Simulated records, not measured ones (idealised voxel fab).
Module name: voxel tone inversion (process module)
It is cross-section cut that appears here, measuring 140 nm in width, its square cells being 5 nm in size.
In what follows, cross-sections appear as grids of square cells, described through bands that run from the top down, where every band is one or more rows of cells.
Look at the band entry: it leads with the top's height and the bottom's height in nm. Then it lists the materials left to right, with a width in nm for each. The word "edge to edge" on a single material says that material fills the band edge to edge. The word "empty" is empty space.
The reference from which all heights are counted is 0, the level beneath which the as-received wafer is entirely one material; the lowest band, having no lower bound, proceeds downward and is written after the example "0 -> down".
The expression "30->40" gives the width at the extremes of the band, the first number at its top row of cells and the second at its bottom row, with the width changing by equal amounts from each row to the next in between.
Take "remains unaltered" at face value: in the step it is given for, the cross-section changed in none of its cells.
"Cavities, closed" enumerates empty spaces isolated from the top, with no open way to it, that contain at least 8 cells, giving each as width x height at distance from the left edge, all three in nm.
Past the settings on a step's line: simulator remark, on that step.
Steps that use a mask can have "overlay nm" on their line. It says how far the mask sat to the right of where it was meant to be. Negative means to the left.

-- The steps planned for the process are as follows
step 1: RECEIVE | material Si
step 2: CONFORMAL_DEP | material SiCN | thk nm 5
step 3: DIRECTIONAL_DEP | material aC | thk nm 20
step 4: PATTERN | tone cover | mask id POSTS | material resist | width nm 25 | pitch nm 40 | thk nm 25 | overlay nm 0
step 5: DIRECTIONAL_ETCH | etch materials aC | depth nm 20
step 6: STRIP | etch materials resist
step 7: FILL_DEP | material lowk | thk nm 10
step 8: CMP | height nm 25
step 9: STRIP | etch materials aC

-- Step 1 complete: cross-section of the wafer as received
    0 -> down = Si edge to edge
    Cavities, closed: none

-- Cross-section at module end, one run error; start and plan unchanged from above
    25 -> 5 = 15 nm empty  25 nm lowk  15 nm empty  25 nm lowk  15 nm empty  25 nm lowk  20 nm empty
    5 -> 0 = SiCN edge to edge
    0 -> down = Si edge to edge
    Cavities, closed: none
Plan not followed: the process deviated at step 4: the operation and settings actually run there were PATTERN | tone open | mask id POSTS | material resist | width nm 25 | pitch nm 40 | thk nm 25 | overlay nm 0
